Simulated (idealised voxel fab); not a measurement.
You're looking at the process module voxel ribs on slabs.
The figure presents cross-section cut, which has a width of 265 nm and is divided into square cells with an edge length of 5 nm.
Cross-section = grid of square cells, listed top down in bands; band = one or more rows.
Quick guide to a band line: top height, bottom height (nm) up front; then every material left to right with its width in nm. Only one material and it's marked "everywhere"? Then it fills the band edge to edge. And "blank" just means empty space.
Height is counted from the level 0, under which the received wafer is composed throughout of one material. The lowest of the bands is not closed at the bottom but continues downward, in the notation "0 and below".
Per-row width for "30->40": begins at first number (top row of band), ends at second number (bottom row), increment between rows held constant.
No cell of the cross-section changed in a step that is given as "nothing altered".
Closed-off voids of 8+ cells (no open route to the top) go in "Trapped voids", written width x height at distance from the left edge, in nm.
What comes after the settings on a step's line is commentary from the simulator itself on that step.
Among the settings permitted on a step's line is "overlay nm"; applied to a step with a mask, it specifies the extent to which the mask lay to the right of its planned position, whereas a negative figure signifies a position to the left.
## Planned step list for the process
1) op RECEIVE | material Si
2) op DIRECTIONAL_DEP | material SiO2 | thk nm 30
3) op DIRECTIONAL_DEP | material polySi | thk nm 20
4) op DIRECTIONAL_DEP | material aC | thk nm 10
5) op PATTERN | tone cover | mask id RIB | material resist | width nm 25 | thk nm 25 | overlay nm 0
6) op DIRECTIONAL_ETCH | etch materials aC | depth nm 10
7) op STRIP | etch materials resist
8) op DIRECTIONAL_ETCH | etch materials polySi | depth nm 10
9) op STRIP | etch materials aC
10) op MASKED_ETCH | tone cover | mask id SLAB | width nm 85 | etch materials polySi | depth nm 10 | overlay nm 0
11) op FILL_DEP | material SiO2 | thk nm 30
12) op CMP | height nm 70
13) op DIRECTIONAL_DEP | material TiN | thk nm 5
14) op DIRECTIONAL_DEP | material aC | thk nm 10
15) op PATTERN | tone cover | mask id HEATER | material resist | width nm 35 | thk nm 30 | overlay nm 0
16) op DIRECTIONAL_ETCH | etch materials aC | depth nm 10
17) op STRIP | etch materials resist
18) op DIRECTIONAL_ETCH | etch materials TiN | depth nm 5
19) op STRIP | etch materials aC
20) op CONFORMAL_DEP | material SiN | thk nm 5
## This is the cross-section of the wafer as we received it, i.e. after step 1
* 0 and below  Si everywhere
* Trapped voids: none
## End state of the module in cross-section, given the above starting point and plan and one mistake in execution
* 80 down to 75  110 of blank; 45 of SiN; 110 of blank
* 75 down to 70  115 of SiN; 35 of TiN; 115 of SiN
* 70 down to 50  SiO2 everywhere
* 50 down to 40  90 of SiO2; 85 of polySi; 90 of SiO2
* 40 down to 30  aC everywhere
* 30 down to 0  SiO2 everywhere
* 0 and below  Si everywhere
* Trapped voids: none
Against the plan, the run slipped here: steps 3 and 4: order swapped relative to plan
